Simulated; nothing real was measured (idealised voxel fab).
The name of this process module is voxel wiring stack.
For reference, the cross-section in this document is cut, with width 275 nm and square cells of 5 nm.
Cross-section spec: square-cell grid; bands listed top down; each band is one or more rows. Heights first: top, then bottom, in nm. Then materials, left to right, each with a width in nm. "full width" on a single material: fills the band edge to edge. "blank": empty space. For the purposes of this specification, 0 denotes the height below which the wafer in its as-received condition is composed wholly of one material, and the lowermost band, lacking a lower limit, extends downward without end, as expressed in "top 0, no bottom". Top row gets the first number, bottom row gets the second, and each row in between changes by the same step: that is how a band width like "30..40" works. Where the words "same as before" appear for a step, the cross-section shows no cell changed by that step; every cell remained as before. So "Closed void roster" is basically the list of trapped voids: any empty space of 8 cells or more that can't reach the top through an opening. They're written width x height at distance, the distance being from the left edge, and it's all nm. The remark found on a step's line after its settings is issued by the simulator itself and pertains to that step. "overlay nm" answers the question of how far to the right of plan the mask lay on a step that has a mask, and when it is negative the answer is to the left.
### Planned step list for the process
1 RECEIVE (material Si)
2 CONFORMAL_DEP (material SiO2; thk nm 15)
3 CONFORMAL_DEP (material SiCN; thk nm 5)
4 DIRECTIONAL_DEP (material lowk; thk nm 20)
5 MASKED_ETCH (tone open; mask id METAL_1; width nm 30; pitch nm 55; etch materials lowk; depth nm 10; overlay nm 0)
6 MASKED_ETCH (tone open; mask id METAL_1; width nm 30; pitch nm 55; etch materials SiCN; depth nm 5; overlay nm 0)
7 CONFORMAL_DEP (material TiN; thk nm 5)
8 FILL_DEP (material Ru; thk nm 5)
9 CMP (height nm 40)
10 CONFORMAL_DEP (material SiCN; thk nm 5)
11 DIRECTIONAL_DEP (material lowk; thk nm 25)
12 DIRECTIONAL_DEP (material aC; thk nm 10)
13 PATTERN (tone open; mask id METAL_2; material resist; width nm 30; pitch nm 55; thk nm 25; overlay nm 0)
14 DIRECTIONAL_ETCH (etch materials aC; depth nm 10)
15 STRIP (etch materials resist)
16 DIRECTIONAL_ETCH (etch materials lowk; depth nm 15)
17 STRIP (etch materials aC)
18 DIRECTIONAL_DEP (material aC; thk nm 15)
19 PATTERN (tone open; mask id METAL_2_HOLES; material resist; width nm 15; pitch nm 55; thk nm 30; overlay nm 0)
20 DIRECTIONAL_ETCH (etch materials aC; depth nm 15)
21 STRIP (etch materials resist)
22 DIRECTIONAL_ETCH (etch materials lowk; depth nm 10)
23 DIRECTIONAL_ETCH (etch materials SiCN; depth nm 5)
24 STRIP (etch materials aC)
25 CONFORMAL_DEP (material TiN; thk nm 5)
26 FILL_DEP (material Cu; thk nm 10)
27 CMP (height nm 70)
28 CONFORMAL_DEP (material SiCN; thk nm 5)
Don't read the plan's depth nm for step 5 as applying to every wafer: that's the first wafer's value, and the wafers differ in it, though they all start identical.
### As-received cross-section, first of several wafers, post step 1
	top 0, no bottom = Si full width
	Closed void roster: none
### Quick look at the cross-section of the first of several wafers after step 28, which wraps up the module
	top 75, bottom 70 = SiCN full width
	top 70, bottom 60 = lowk 40 nm, TiN 5 nm, Cu 20 nm, TiN 5 nm, lowk 25 nm, TiN 5 nm, Cu 20 nm, TiN 5 nm, lowk 25 nm, TiN 5 nm, Cu 20 nm, TiN 5 nm, lowk 25 nm, TiN 5 nm, Cu 20 nm, TiN 5 nm, lowk 40 nm
	top 60, bottom 55 = lowk 40 nm, TiN 5 nm, Cu 5 nm, TiN 20 nm, lowk 25 nm, TiN 5 nm, Cu 5 nm, TiN 20 nm, lowk 25 nm, TiN 5 nm, Cu 5 nm, TiN 20 nm, lowk 25 nm, TiN 5 nm, Cu 5 nm, TiN 20 nm, lowk 40 nm
	top 55, bottom 45 = lowk 40 nm, TiN 5 nm, Cu 5 nm, TiN 5 nm, lowk 40 nm, TiN 5 nm, Cu 5 nm, TiN 5 nm, lowk 40 nm, TiN 5 nm, Cu 5 nm, TiN 5 nm, lowk 40 nm, TiN 5 nm, Cu 5 nm, TiN 5 nm, lowk 55 nm
	top 45, bottom 40 = SiCN 40 nm, TiN 15 nm, SiCN 40 nm, TiN 15 nm, SiCN 40 nm, TiN 15 nm, SiCN 40 nm, TiN 15 nm, SiCN 55 nm
	top 40, bottom 35 = lowk 40 nm, TiN 5 nm, Ru 20 nm, TiN 5 nm, lowk 25 nm, TiN 5 nm, Ru 20 nm, TiN 5 nm, lowk 25 nm, TiN 5 nm, Ru 20 nm, TiN 5 nm, lowk 25 nm, TiN 5 nm, Ru 20 nm, TiN 5 nm, lowk 40 nm
	top 35, bottom 30 = lowk 40 nm, TiN 30 nm, lowk 25 nm, TiN 30 nm, lowk 25 nm, TiN 30 nm, lowk 25 nm, TiN 30 nm, lowk 40 nm
	top 30, bottom 20 = lowk full width
	top 20, bottom 15 = SiCN full width
	top 15, bottom 0 = SiO2 full width
	top 0, no bottom = Si full width
	Closed void roster: none
### Cross-section at module completion, last wafer
	top 75, bottom 70 = SiCN full width
	top 70, bottom 60 = lowk 40 nm, TiN 5 nm, Cu 20 nm, TiN 5 nm, lowk 25 nm, TiN 5 nm, Cu 20 nm, TiN 5 nm, lowk 25 nm, TiN 5 nm, Cu 20 nm, TiN 5 nm, lowk 25 nm, TiN 5 nm, Cu 20 nm, TiN 5 nm, lowk 40 nm
	top 60, bottom 55 = lowk 40 nm, TiN 5 nm, Cu 5 nm, TiN 20 nm, lowk 25 nm, TiN 5 nm, Cu 5 nm, TiN 20 nm, lowk 25 nm, TiN 5 nm, Cu 5 nm, TiN 20 nm, lowk 25 nm, TiN 5 nm, Cu 5 nm, TiN 20 nm, lowk 40 nm
	top 55, bottom 45 = lowk 40 nm, TiN 5 nm, Cu 5 nm, TiN 5 nm, lowk 40 nm, TiN 5 nm, Cu 5 nm, TiN 5 nm, lowk 40 nm, TiN 5 nm, Cu 5 nm, TiN 5 nm, lowk 40 nm, TiN 5 nm, Cu 5 nm, TiN 5 nm, lowk 55 nm
	top 45, bottom 40 = SiCN 40 nm, TiN 15 nm, SiCN 40 nm, TiN 15 nm, SiCN 40 nm, TiN 15 nm, SiCN 40 nm, TiN 15 nm, SiCN 55 nm
	top 40, bottom 20 = lowk 40 nm, TiN 5 nm, Ru 20 nm, TiN 5 nm, lowk 25 nm, TiN 5 nm, Ru 20 nm, TiN 5 nm, lowk 25 nm, TiN 5 nm, Ru 20 nm, TiN 5 nm, lowk 25 nm, TiN 5 nm, Ru 20 nm, TiN 5 nm, lowk 40 nm
	top 20, bottom 15 = SiCN 40 nm, TiN 30 nm, SiCN 25 nm, TiN 30 nm, SiCN 25 nm, TiN 30 nm, SiCN 25 nm, TiN 30 nm, SiCN 40 nm
	top 15, bottom 0 = SiO2 full width
	top 0, no bottom = Si full width
	Closed void roster: none
### So in this table every wafer gets its own row, and what you see is where it stands at the end of the module: for each material, how many cells it picked up (+) or gave up (-) since we received it, and after that its closed voids
depth nm 10 | +44 Cu | +16 Ru | +153 SiCN | +165 SiO2 | +96 TiN | +351 lowk | Closed void roster: none
depth nm 15 | +44 Cu | +32 Ru | +153 SiCN | +165 SiO2 | +104 TiN | +327 lowk | Closed void roster: none
depth nm 20 | +44 Cu | +64 Ru | +129 SiCN | +165 SiO2 | +120 TiN | +303 lowk | Closed void roster: none
depth nm 25 | +44 Cu | +64 Ru | +129 SiCN | +165 SiO2 | +120 TiN | +303 lowk | Closed void roster: none
depth nm 30 | +44 Cu | +64 Ru | +129 SiCN | +165 SiO2 | +120 TiN | +303 lowk | Closed void roster: none
depth nm 35 | +44 Cu | +64 Ru | +129 SiCN | +165 SiO2 | +120 TiN | +303 lowk | Closed void roster: none
